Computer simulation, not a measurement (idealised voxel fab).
process module | voxel wiring stack
cross-section cut | 260 nm wide | cells 5 nm
A cross-section is a grid of square cells, given in bands from the top down. A band is one or more rows of cells.
Each band's line starts with the height of the band's top and of its bottom, in nm. Then come its materials from left to right, each with its width in nm. One material with "throughout" fills the band from edge to edge. "air" is empty space.
Height 0 is the level under which the wafer as received is all one material. The lowest band goes on downwards, as in "0 down".
A width such as "30 to 40" changes by the same amount from each row of cells to the next, from the band's top row to its bottom row.
"no change" after a step means that no cell of the cross-section changed.
closed voids: empty space of 8 cells or more with no open way to the top, each as width x height at its distance from the left edge, in nm
after a step's settings: what the simulator itself notes on the step
overlay nm, on a step with a mask: how far to the right of its planned place the mask lay; to the left if negative
plan
1 op RECEIVE | material Si
2 op CONFORMAL_DEP | material SiO2 | thk nm 10
3 op CONFORMAL_DEP | material SiN | thk nm 5
4 op DIRECTIONAL_DEP | material lowk | thk nm 20
5 op PATTERN | tone open | mask id METAL_1 | material resist | width nm 20 | pitch nm 40 | thk nm 15 | overlay nm 0
6 op DIRECTIONAL_ETCH | etch materials lowk | depth nm 20
7 op DIRECTIONAL_ETCH | etch materials SiN | depth nm 5
8 op STRIP | etch materials resist
9 op CONFORMAL_DEP | material TiN | thk nm 5
10 op FILL_DEP | material Cu | thk nm 10
11 op CMP | height nm 35
12 op EPI | material Ru | thk nm 5
13 op FILL_DEP | material SiCN | thk nm 5
14 op DIRECTIONAL_DEP | material SiO2 | thk nm 15
15 op MASKED_ETCH | tone open | mask id PLUG_1 | width nm 15 | pitch nm 40 | etch materials SiO2 | depth nm 15 | overlay nm 0
16 op MASKED_ETCH | tone open | mask id PLUG_1 | width nm 15 | pitch nm 40 | etch materials SiCN | depth nm 5 | overlay nm 0
17 op EPI | material Ru | thk nm 10
18 op EPI | material Ru | thk nm 10
19 op CONFORMAL_DEP | material SiN | thk nm 5
20 op DIRECTIONAL_DEP | material SiO2 | thk nm 25
21 op PATTERN | tone open | mask id METAL_2 | material resist | width nm 20 | pitch nm 40 | thk nm 15 | overlay nm 0
22 op DIRECTIONAL_ETCH | etch materials SiO2 | depth nm 25
23 op DIRECTIONAL_ETCH | etch materials SiN | depth nm 5
24 op STRIP | etch materials resist
25 op CONFORMAL_DEP | material TiN | thk nm 5
26 op FILL_DEP | material W | thk nm 5
27 op CMP | height nm 90
28 op EPI | material Ru | thk nm 5
29 op FILL_DEP | material SiCN | thk nm 5
30 op DIRECTIONAL_DEP | material lowk | thk nm 35
31 op MASKED_ETCH | tone open | mask id METAL_3 | width nm 20 | pitch nm 40 | etch materials lowk | depth nm 20 | overlay nm 0
32 op DIRECTIONAL_DEP | material aC | thk nm 15
33 op PATTERN | tone open | mask id METAL_3_HOLES | material resist | width nm 15 | pitch nm 80 | thk nm 35 | overlay nm 0
34 op DIRECTIONAL_ETCH | etch materials aC | depth nm 15
35 op STRIP | etch materials resist
36 op DIRECTIONAL_ETCH | etch materials lowk | depth nm 15
37 op DIRECTIONAL_ETCH | etch materials SiCN | depth nm 5
38 op STRIP | etch materials aC
39 op CONFORMAL_DEP | material TiN | thk nm 5
40 op FILL_DEP | material Ru | thk nm 10
41 op CMP | height nm 135
42 op CONFORMAL_DEP | material SiCN | thk nm 5
as received, after step 1
  0 down: Si throughout
  closed voids: none
first wafer at the end, as planned
  140 to 135: SiCN throughout
  135 to 120: lowk 60 | TiN 5 | Ru 10 | TiN 5 | lowk 20 | TiN 5 | Ru 10 | TiN 5 | lowk 20 | TiN 5 | Ru 10 | TiN 5 | lowk 20 | TiN 5 | Ru 10 | TiN 5 | lowk 60
  120 to 115: lowk 60 | TiN 5 | Ru 5 | TiN 10 | lowk 20 | TiN 20 | lowk 20 | TiN 5 | Ru 5 | TiN 10 | lowk 20 | TiN 20 | lowk 60
  115 to 100: lowk 60 | TiN 5 | Ru 5 | TiN 5 | lowk 65 | TiN 5 | Ru 5 | TiN 5 | lowk 105
  100 to 95: SiCN 60 | TiN 15 | SiCN 65 | TiN 15 | SiCN 105
  95 to 90: SiCN 55 | Ru 30 | SiCN 10 | Ru 30 | SiCN 10 | Ru 30 | SiCN 10 | Ru 30 | SiCN 55
  90 to 65: SiO2 60 | TiN 5 | W 10 | TiN 5 | SiO2 20 | TiN 5 | W 10 | TiN 5 | SiO2 20 | TiN 5 | W 10 | TiN 5 | SiO2 20 | TiN 5 | W 10 | TiN 5 | SiO2 60
  65 to 60: SiN 60 | TiN 20 | SiN 20 | TiN 20 | SiN 20 | TiN 20 | SiN 20 | TiN 20 | SiN 60
  60 to 45: SiO2 60 | Ru 15 | SiO2 25 | Ru 15 | SiO2 25 | Ru 15 | SiO2 25 | Ru 15 | SiO2 65
  45 to 35: SiCN 60 to 55 | Ru 15 to 30 | SiCN 25 to 10 | Ru 15 to 30 | SiCN 25 to 10 | Ru 15 to 30 | SiCN 25 to 10 | Ru 15 to 30 | SiCN 65 to 55
  35 to 15: lowk 60 | TiN 5 | Cu 10 | TiN 5 | lowk 20 | TiN 5 | Cu 10 | TiN 5 | lowk 20 | TiN 5 | Cu 10 | TiN 5 | lowk 20 | TiN 5 | Cu 10 | TiN 5 | lowk 60
  15 to 10: SiN 60 | TiN 20 | SiN 20 | TiN 20 | SiN 20 | TiN 20 | SiN 20 | TiN 20 | SiN 60
  10 to 0: SiO2 throughout
  0 down: Si throughout
  closed voids: none
second wafer at the end: like start, like plan, one mistake
  140 to 135: SiCN throughout
  135 to 120: lowk 60 | TiN 5 | Ru 10 | TiN 5 | lowk 20 | TiN 5 | Ru 10 | TiN 5 | lowk 20 | TiN 5 | Ru 10 | TiN 5 | lowk 20 | TiN 5 | Ru 10 | TiN 5 | lowk 60
  120 to 115: lowk 60 | TiN 5 | Ru 5 | TiN 10 | lowk 20 | TiN 20 | lowk 20 | TiN 5 | Ru 5 | TiN 10 | lowk 20 | TiN 20 | lowk 60
  115 to 100: lowk 60 | TiN 5 | Ru 5 | TiN 5 | lowk 65 | TiN 5 | Ru 5 | TiN 5 | lowk 105
  100 to 95: SiCN 60 | TiN 15 | SiCN 65 | TiN 15 | SiCN 105
  95 to 90: SiCN 55 | Ru 30 | SiCN 10 | Ru 30 | SiCN 10 | Ru 30 | SiCN 10 | Ru 30 | SiCN 55
  90 to 65: SiO2 60 | TiN 5 | W 10 | TiN 5 | SiO2 20 | TiN 5 | W 10 | TiN 5 | SiO2 20 | TiN 5 | W 10 | TiN 5 | SiO2 20 | TiN 5 | W 10 | TiN 5 | SiO2 60
  65 to 60: SiN 60 | TiN 20 | SiN 20 | TiN 20 | SiN 20 | TiN 20 | SiN 20 | TiN 20 | SiN 60
  60 to 45: SiO2 60 | Ru 15 | SiO2 25 | Ru 15 | SiO2 25 | Ru 15 | SiO2 25 | Ru 15 | SiO2 65
  45 to 35: SiCN 60 to 55 | Ru 15 to 35 | SiCN 25 to 5 | Ru 15 to 35 | SiCN 25 to 5 | Ru 15 to 35 | SiCN 25 to 5 | Ru 15 to 35 | SiCN 65 to 50
  35 to 15: lowk 60 | TiN 5 | Cu 15 | TiN 5 | lowk 15 | TiN 5 | Cu 15 | TiN 5 | lowk 15 | TiN 5 | Cu 15 | TiN 5 | lowk 15 | TiN 5 | Cu 15 | TiN 5 | lowk 55
  15 to 10: SiN 60 | TiN 25 | SiN 15 | TiN 25 | SiN 15 | TiN 25 | SiN 15 | TiN 25 | SiN 55
  10 to 0: SiO2 throughout
  0 down: Si throughout
  closed voids: none
what went wrong: step 5 ran as: op PATTERN | tone open | mask id METAL_1 | material resist | width nm 25 | pitch nm 40 | thk nm 15 | overlay nm 0
at the end the second wafer has, in cells: 16 more of Cu | 4 more of Ru | 4 fewer of SiCN | 4 fewer of SiN | 4 more of TiN | 16 fewer of lowk
